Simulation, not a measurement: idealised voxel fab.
Proc. module: voxel trench capacitor
Square cells of 5 nm make up the cross-section cut, whose width is 190 nm.
Cross-section = grid of square cells, listed top down in bands; band = one or more rows. Quick guide to a band line: top height, bottom height (nm) up front; then every material left to right with its width in nm. Only one material and it's marked "full width"? Then it fills the band edge to edge. And "air" just means empty space. Basically, 0 is our baseline, since under it the wafer straight out of the box is all one material. The bottom band has no lower end and keeps on going down, so it looks like "0 nm and below". Width: "30 to 40" (first number = top row, second number = bottom row, same change from row to row of cells). No cell of the cross-section changed in a step that is given as "same as before". In the "Closed void roster" entry, you get each enclosed empty space of 8 cells or more, one with no open way to the top, written width x height at distance, distance from the left edge, in nm. Formally, on a step line, whatever follows the settings is a remark that the simulator itself makes on the step. A step's line can hold "overlay nm"; with a mask on that step, the setting says how far right of the planned place the mask lay, while a negative setting says it lay to the left.
The steps planned for the process are as follows
| 1 | op RECEIVE | material Si |
| 2 | op CONFORMAL_DEP | material SiN | thk nm 5 |
| 3 | op DIRECTIONAL_DEP | material aC | thk nm 15 |
| 4 | op PATTERN | tone open | mask id TRENCH | material resist | width nm 25 | pitch nm 40 | thk nm 35 | overlay nm 0 |
| 5 | op DIRECTIONAL_ETCH | etch materials aC | depth nm 15 |
| 6 | op STRIP | etch materials resist |
| 7 | op DIRECTIONAL_ETCH | etch materials SiN | depth nm 5 |
| 8 | op DIRECTIONAL_ETCH | etch materials Si | depth nm 30 |
| 9 | op STRIP | etch materials aC |
| 10 | op CONFORMAL_DEP | material HfO2 | thk nm 5 |
| 11 | op CONFORMAL_DEP | material TiN | thk nm 5 |
| 12 | op FILL_DEP | material W | thk nm 10 |
| 13 | op CMP | height nm 5 |
This is the cross-section of the wafer as we received it, i.e. after step 1
- 0 nm and below = Si full width
- Closed void roster: none
As-planned run: cross-section of the first of two wafers at end of module
- 5 nm to 0 nm = 60 SiN; 5 HfO2; 5 TiN; 5 W; 5 TiN; 5 HfO2; 15 SiN; 5 HfO2; 5 TiN; 5 W; 5 TiN; 5 HfO2; 65 SiN
- 0 nm to -20 nm = 60 Si; 5 HfO2; 5 TiN; 5 W; 5 TiN; 5 HfO2; 15 Si; 5 HfO2; 5 TiN; 5 W; 5 TiN; 5 HfO2; 65 Si
- -20 nm to -25 nm = 60 Si; 5 HfO2; 15 TiN; 5 HfO2; 15 Si; 5 HfO2; 15 TiN; 5 HfO2; 65 Si
- -25 nm to -30 nm = 60 Si; 25 HfO2; 15 Si; 25 HfO2; 65 Si
- -30 nm and below = Si full width
- Closed void roster: none
Second of two wafers, module complete, sectioned: it shares the first wafer's start and plan but was run with one mistake
- 15 nm to 10 nm = 70 TiN; 5 W; 35 TiN; 5 W; 75 TiN
- 10 nm to 5 nm = 65 HfO2; 5 TiN; 5 W; 5 TiN; 25 HfO2; 5 TiN; 5 W; 5 TiN; 70 HfO2
- 5 nm to 0 nm = 60 SiN; 5 HfO2; 5 TiN; 5 W; 5 TiN; 5 HfO2; 15 SiN; 5 HfO2; 5 TiN; 5 W; 5 TiN; 5 HfO2; 65 SiN
- 0 nm to -20 nm = 60 Si; 5 HfO2; 5 TiN; 5 W; 5 TiN; 5 HfO2; 15 Si; 5 HfO2; 5 TiN; 5 W; 5 TiN; 5 HfO2; 65 Si
- -20 nm to -25 nm = 60 Si; 5 HfO2; 15 TiN; 5 HfO2; 15 Si; 5 HfO2; 15 TiN; 5 HfO2; 65 Si
- -25 nm to -30 nm = 60 Si; 25 HfO2; 15 Si; 25 HfO2; 65 Si
- -30 nm and below = Si full width
- Closed void roster: none
Deviation from plan: step 13: run off-plan, actual operation and settings op CMP | height nm 15
Cell-count delta at end, second wafer over first, by material: 32 more of HfO2 | 40 more of TiN | 4 more of W
